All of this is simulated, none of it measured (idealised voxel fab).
process module | voxel capacitor over wiring
cross-section cut | 300 nm wide | cells 5 nm
A cross-section is a grid of square cells, given in bands from the top down. A band is one or more rows of cells.
Each band's line starts with the height of the band's top and of its bottom, in nm. Then come its materials from left to right, each with its width in nm. One material with "throughout" fills the band from edge to edge. "air" is empty space.
Height 0 is the level under which the wafer as received is all one material. The lowest band goes on downwards, as in "0 down".
A width such as "30 to 40" changes by the same amount from each row of cells to the next, from the band's top row to its bottom row.
"no change" after a step means that no cell of the cross-section changed.
closed voids: empty space of 8 cells or more with no open way to the top, each as width x height at its distance from the left edge, in nm
after a step's settings: what the simulator itself notes on the step
overlay nm, on a step with a mask: how far to the right of its planned place the mask lay; to the left if negative
plan
1 op RECEIVE | material Si
2 op CONFORMAL_DEP | material SiO2 | thk nm 15
3 op CONFORMAL_DEP | material SiN | thk nm 5
4 op DIRECTIONAL_DEP | material lowk | thk nm 20
5 op PATTERN | tone open | mask id METAL_1 | material resist | width nm 20 | pitch nm 90 | thk nm 20 | overlay nm 0
6 op DIRECTIONAL_ETCH | etch materials lowk | depth nm 20
7 op DIRECTIONAL_ETCH | etch materials SiN | depth nm 5
8 op STRIP | etch materials resist
9 op CONFORMAL_DEP | material TiN | thk nm 5
10 op FILL_DEP | material Cu | thk nm 5
11 op CMP | height nm 40
12 op CONFORMAL_DEP | material SiCN | thk nm 5
13 op DIRECTIONAL_DEP | material lowk | thk nm 20
14 op PATTERN | tone open | mask id PLUG_1 | material resist | width nm 15 | thk nm 20 | overlay nm 0
15 op DIRECTIONAL_ETCH | etch materials lowk | depth nm 20
16 op DIRECTIONAL_ETCH | etch materials SiCN | depth nm 5
17 op STRIP | etch materials resist
18 op CONFORMAL_DEP | material TiN | thk nm 5
19 op FILL_DEP | material Ru | thk nm 10
20 op CMP | height nm 65
21 op DIRECTIONAL_DEP | material TiN | thk nm 5
22 op DIRECTIONAL_DEP | material HfO2 | thk nm 5
23 op DIRECTIONAL_DEP | material TiN | thk nm 5
24 op DIRECTIONAL_DEP | material aC | thk nm 15
25 op PATTERN | tone cover | mask id UPPER_PLATE | material resist | width nm 75 | thk nm 35 | overlay nm 0
26 op DIRECTIONAL_ETCH | etch materials aC | depth nm 15
27 op STRIP | etch materials resist
28 op DIRECTIONAL_ETCH | etch materials TiN | depth nm 5
29 op DIRECTIONAL_ETCH | etch materials HfO2 | depth nm 5
30 op STRIP | etch materials aC
31 op MASKED_ETCH | tone cover | mask id LOWER_PLATE | width nm 85 | etch materials TiN | depth nm 5 | overlay nm 0
32 op FILL_DEP | material SiO2 | thk nm 15
33 op CMP | height nm 90
34 op MASKED_ETCH | tone open | mask id PLUG_2 | width nm 15 | etch materials SiO2 | depth nm 10 | overlay nm 0
35 op CONFORMAL_DEP | material TiN | thk nm 5
36 op FILL_DEP | material Cu | thk nm 10
37 op CMP | height nm 90
38 op CONFORMAL_DEP | material SiCN | thk nm 5
as received, after step 1
  0 down: Si throughout
  closed voids: none
first wafer at the end, as planned
  95 to 90: SiCN throughout
  90 to 85: SiO2 110 | TiN 5 | Cu 5 | TiN 5 | SiO2 175
  85 to 75: SiO2 110 to 100 | TiN 15 to 75 | SiO2 175 to 125
  75 to 70: SiO2 100 | HfO2 75 | SiO2 125
  70 to 65: SiO2 95 | TiN 85 | SiO2 120
  65 to 45: lowk 100 | TiN 5 | Ru 5 | TiN 5 | lowk 185
  45 to 40: SiCN 100 | TiN 15 | SiCN 185
  40 to 20: lowk 95 | TiN 5 | Cu 10 | TiN 5 | lowk 70 | TiN 5 | Cu 10 | TiN 5 | lowk 95
  20 to 15: SiN 95 | TiN 20 | SiN 70 | TiN 20 | SiN 95
  15 to 0: SiO2 throughout
  0 down: Si throughout
  closed voids: none
second wafer at the end: like start, like plan, one mistake
  95 to 90: SiCN throughout
  90 to 85: SiO2 110 | TiN 5 | Cu 5 | TiN 5 | SiO2 175
  85 to 75: SiO2 110 to 100 | TiN 15 to 75 | SiO2 175 to 125
  75 to 70: SiO2 100 | HfO2 75 | SiO2 125
  70 to 65: SiO2 95 | TiN 85 | SiO2 120
  65 to 45: lowk 100 | TiN 5 | Ru 5 | TiN 5 | lowk 185
  45 to 40: SiCN 100 | TiN 15 | SiCN 185
  40 to 35: lowk 95 | TiN 5 | Cu 10 | TiN 5 | lowk 70 | TiN 5 | Cu 10 | TiN 5 | lowk 95
  35 to 30: SiN 95 | TiN 20 | SiN 70 | TiN 20 | SiN 95
  30 to 0: SiO2 throughout
  0 down: Si throughout
  closed voids: none
what went wrong: step 2 was run twice
at the end the second wafer has, in cells: 12 fewer of Cu | 180 more of SiO2 | 12 fewer of TiN | 156 fewer of lowk
